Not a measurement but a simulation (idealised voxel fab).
Module name: voxel capacitor over wiring (process module)
Cross-sectional view cut (width: 190 nm; square cell size: 5 nm).
When this document writes out a cross-section, it uses a grid of square cells and lists it as bands, beginning at the top and moving down, with a band standing for one or more rows of cells. Band: top and bottom heights (nm) first, top before bottom; then materials from left to right, widths in nm. "all across" marks a sole material filling the band edge to edge. "blank" denotes empty space. Below 0: as-received wafer, all one material; heights counted from there. Lowest band: no bottom, goes on down, written "0 -> down". The notation "30 to 40" denotes a width that varies across the rows of cells in the band, beginning at the first number in the top row, finishing at the second number in the bottom row, and changing by an identical amount from each row to the next. Key: "nothing was modified" - step with no changed cell in the cross-section. What "Enclosed empty spaces" gives you is every empty space of 8 cells or more that is cut off from the top. Each appears as width x height at distance, with the distance taken from the left edge and width, height and distance all in nm. If you see something after the settings on a step's line, that's the simulator's own remark about that step. overlay nm: how far to the right of its planned place the mask lay on this masked step (negative: to the left).
**The steps planned for the process are as follows**
1,RECEIVE, material Si
2,CONFORMAL_DEP, material SiO2, thk nm 10
3,CONFORMAL_DEP, material SiN, thk nm 5
4,DIRECTIONAL_DEP, material SiO2, thk nm 15
5,DIRECTIONAL_DEP, material aC, thk nm 10
6,PATTERN, tone open, mask id METAL_1, material resist, width nm 30, pitch nm 80, thk nm 30, overlay nm 0
7,DIRECTIONAL_ETCH, etch materials aC, depth nm 10
8,STRIP, etch materials resist
9,DIRECTIONAL_ETCH, etch materials SiO2, depth nm 15
10,DIRECTIONAL_ETCH, etch materials SiN, depth nm 5
11,STRIP, etch materials aC
12,CONFORMAL_DEP, material TiN, thk nm 5
13,FILL_DEP, material Ru, thk nm 10
14,CMP, height nm 30
15,EPI, material Ru, thk nm 5
16,FILL_DEP, material SiCN, thk nm 5
17,DIRECTIONAL_DEP, material SiO2, thk nm 10
18,MASKED_ETCH, tone open, mask id PLUG_1, width nm 15, etch materials SiO2, depth nm 10, overlay nm 0
19,MASKED_ETCH, tone open, mask id PLUG_1, width nm 15, etch materials SiCN, depth nm 5, overlay nm 0
20,CONFORMAL_DEP, material TiN, thk nm 5
21,FILL_DEP, material Cu, thk nm 5
22,CMP, height nm 50
23,DIRECTIONAL_DEP, material TiN, thk nm 5
24,DIRECTIONAL_DEP, material HfO2, thk nm 5
25,DIRECTIONAL_DEP, material TiN, thk nm 10
26,DIRECTIONAL_DEP, material aC, thk nm 15
27,PATTERN, tone cover, mask id UPPER_PLATE, material resist, width nm 55, thk nm 30, overlay nm 0
28,DIRECTIONAL_ETCH, etch materials aC, depth nm 15
29,STRIP, etch materials resist
30,DIRECTIONAL_ETCH, etch materials TiN, depth nm 10
31,DIRECTIONAL_ETCH, etch materials HfO2, depth nm 5
32,STRIP, etch materials aC
33,PATTERN, tone cover, mask id LOWER_PLATE, material resist, width nm 65, thk nm 15, overlay nm 0
34,DIRECTIONAL_ETCH, etch materials TiN, depth nm 5
35,STRIP, etch materials resist
36,FILL_DEP, material SiO2, thk nm 20
37,CMP, height nm 85
38,MASKED_ETCH, tone open, mask id PLUG_2, width nm 15, etch materials SiO2, depth nm 15, overlay nm 0
39,CONFORMAL_DEP, material TiN, thk nm 5
40,FILL_DEP, material W, thk nm 5
41,CMP, height nm 85
42,CONFORMAL_DEP, material SiCN, thk nm 5
**As received (post step 1): cross-section**
    0 -> down | Si all across
    Enclosed empty spaces: none
**first wafer at the end, as planned**
    90 -> 85 | SiCN all across
    85 -> 75 | 65 nm SiO2; 5 nm TiN; 5 nm W; 5 nm TiN; 110 nm SiO2
    75 -> 70 | 65 nm SiO2; 15 nm TiN; 110 nm SiO2
    70 -> 60 | 55 nm SiO2; 55 nm TiN; 80 nm SiO2
    60 -> 55 | 55 nm SiO2; 55 nm HfO2; 80 nm SiO2
    55 -> 50 | 50 nm SiO2; 65 nm TiN; 75 nm SiO2
    50 -> 40 | 55 nm SiO2; 5 nm TiN; 5 nm Cu; 5 nm TiN; 120 nm SiO2
    40 -> 35 | 55 nm SiCN; 15 nm TiN; 120 nm SiCN
    35 -> 30 | 35 nm SiCN; 40 nm Ru; 40 nm SiCN; 40 nm Ru; 35 nm SiCN
    30 -> 15 | 40 nm SiO2; 5 nm TiN; 20 nm Ru; 5 nm TiN; 50 nm SiO2; 5 nm TiN; 20 nm Ru; 5 nm TiN; 40 nm SiO2
    15 -> 10 | 40 nm SiN; 30 nm TiN; 50 nm SiN; 30 nm TiN; 40 nm SiN
    10 -> 0 | SiO2 all across
    0 -> down | Si all across
    Enclosed empty spaces: none
**Same start, same plan as the first wafer - but one mistake in the run. Cross-section of the second of the two at the end of the module**
    90 -> 85 | SiCN all across
    85 -> 75 | 65 nm SiO2; 5 nm TiN; 5 nm W; 5 nm TiN; 110 nm SiO2
    75 -> 70 | 65 nm SiO2; 15 nm TiN; 110 nm SiO2
    70 -> 65 | 50 nm SiO2; 5 nm TiN; 55 nm SiO2; 5 nm TiN; 75 nm SiO2
    65 -> 60 | 55 nm TiN; 55 nm SiO2; 80 nm TiN
    60 -> 55 | 55 nm HfO2; 55 nm SiO2; 80 nm HfO2
    55 -> 50 | TiN all across
    50 -> 40 | 55 nm SiO2; 5 nm TiN; 5 nm Cu; 5 nm TiN; 120 nm SiO2
    40 -> 35 | 55 nm SiCN; 15 nm TiN; 120 nm SiCN
    35 -> 30 | 35 nm SiCN; 40 nm Ru; 40 nm SiCN; 40 nm Ru; 35 nm SiCN
    30 -> 15 | 40 nm SiO2; 5 nm TiN; 20 nm Ru; 5 nm TiN; 50 nm SiO2; 5 nm TiN; 20 nm Ru; 5 nm TiN; 40 nm SiO2
    15 -> 10 | 40 nm SiN; 30 nm TiN; 50 nm SiN; 30 nm TiN; 40 nm SiN
    10 -> 0 | SiO2 all across
    0 -> down | Si all across
    Enclosed empty spaces: none
Against the plan, the run slipped here: the process deviated at step 27: the operation and settings actually run there were PATTERN, tone open, mask id UPPER_PLATE, material resist, width nm 55, thk nm 30, overlay nm 0
Final difference in cells, second wafer against first, listed per material as more or fewer: HfO2 +16; SiO2 -48; TiN +32
